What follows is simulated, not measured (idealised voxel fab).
Process module heading - voxel local oxidation
Section cut is 295 nm wide and gridded with 5 nm square cells.
Cross-section layout: square cells on a grid; listed as bands, top to bottom; a band spans one or more cell rows.
Each band's line starts with the height of the band's top and of its bottom, in nm. Then come its materials from left to right, each with its width in nm. One material with "edge to edge" fills the band from edge to edge. "blank" is empty space.
Below 0: as-received wafer, all one material; heights counted from there. Lowest band: no bottom, goes on down, written "top 0, no bottom".
A two-number width, for instance "30..40", indicates that the width is equal to the first number in the top row of the band and to the second number in the bottom row, and that it changes by a constant amount per row of cells.
Take "same as before" at face value: in the step it is given for, the cross-section changed in none of its cells.
The entry "Enclosed void catalog" lists the empty spaces that cover at least 8 cells and have no open path to the top. Each is written as width x height at distance, where the distance is measured from the left edge and all three values are in nm.
Text after the settings on a step's line: the simulator's own remark on that step.
overlay nm: on a step with a mask, how far right of its planned place the mask lay; negative means left.

-- Planned step list for the process
| 1 | RECEIVE | material Si |
| 2 | CONFORMAL_DEP | material SiO2 | thk nm 5 |
| 3 | CONFORMAL_DEP | material SiN | thk nm 15 |
| 4 | PATTERN | tone cover | mask id ACTIVE | material resist | width nm 125 | thk nm 15 | overlay nm 0 |
| 5 | DIRECTIONAL_ETCH | etch materials SiN | depth nm 15 |
| 6 | STRIP | etch materials resist |
| 7 | SELECTIVE_ETCH | etch materials SiO2 | depth nm 5 |
| 8 | OXIDIZE | depth nm 15 |
| 9 | STRIP | etch materials SiN |

-- Run as planned: first of two wafers

-- Received-state cross-section, reflecting completion of step 1
    top 0, no bottom: Si edge to edge
    Enclosed void catalog: none

-- Wafer section view after processing step 2
    top 5, bottom 0: SiO2 edge to edge
    For the remainder of the cross-section, below 0, there is no change.

-- Wafer section view after processing step 3
    top 20, bottom 5: SiN edge to edge
    For the remainder of the cross-section, below 5, there is no change.

-- Wafer section view after processing step 4
    top 35, bottom 20: 85 blank, then 125 resist, then 85 blank
    For the remainder of the cross-section, below 20, there is no change.

-- Wafer section view after processing step 5
    top 35, bottom 20: 85 blank, then 125 resist, then 85 blank
    top 20, bottom 5: 85 blank, then 125 SiN, then 85 blank
    For the remainder of the cross-section, below 5, there is no change.

-- Wafer section view after processing step 6
    top 20, bottom 5: 85 blank, then 125 SiN, then 85 blank
    For the remainder of the cross-section, below 5, there is no change.

-- Wafer section view after processing step 7
    top 20, bottom 5: 85 blank, then 125 SiN, then 85 blank
    top 5, bottom 0: 90 blank, then 115 SiO2, then 90 blank
    For the remainder of the cross-section, below 0, there is no change.

-- Wafer section view after processing step 8
    top 20, bottom 5: 85 blank, then 125 SiN, then 85 blank
    top 5, bottom 0: 90 blank, then 115 SiO2, then 90 blank
    top 0, bottom -15: 105 SiO2, then 85 Si, then 105 SiO2
    For the remainder of the cross-section, below -15, there is no change.

-- Wafer section view after processing step 9
    top 5, bottom 0: 90 blank, then 115 SiO2, then 90 blank
    For the remainder of the cross-section, below 0, there is no change.

-- What follows concerns the second wafer, which started out like the first and was meant to follow the very same plan; one mistake crept in when it was run, but everything up to and including step 5 is the same as for the first wafer

-- What the second wafer looks like in cross-section when step 6 should have wrapped up
    top 20, bottom 5: 85 blank, then 125 SiN, then 85 blank
    For the remainder of the cross-section, below 5, there is no change.

-- What the second wafer looks like in cross-section when step 7 should have wrapped up
    top 20, bottom 5: 85 blank, then 125 SiN, then 85 blank
    top 5, bottom 0: 90 blank, then 115 SiO2, then 90 blank
    For the remainder of the cross-section, below 0, there is no change.

-- What the second wafer looks like in cross-section when step 8 should have wrapped up
    top 20, bottom 5: 85 blank, then 125 SiN, then 85 blank
    top 5, bottom 0: 90 blank, then 115 SiO2, then 90 blank
    top 0, bottom -15: 105 SiO2, then 85 Si, then 105 SiO2
    For the remainder of the cross-section, below -15, there is no change.

-- What the second wafer looks like in cross-section when step 9 should have wrapped up
    top 5, bottom 0: 90 blank, then 115 SiO2, then 90 blank
    For the remainder of the cross-section, below 0, there is no change.
So what did we get wrong on this run? in the plan, step 6 was performed twice
Upon completion, the cross-sectional profiles of the two wafers are identical; consequently, the error exerts no influence on the quantities computed by this model.
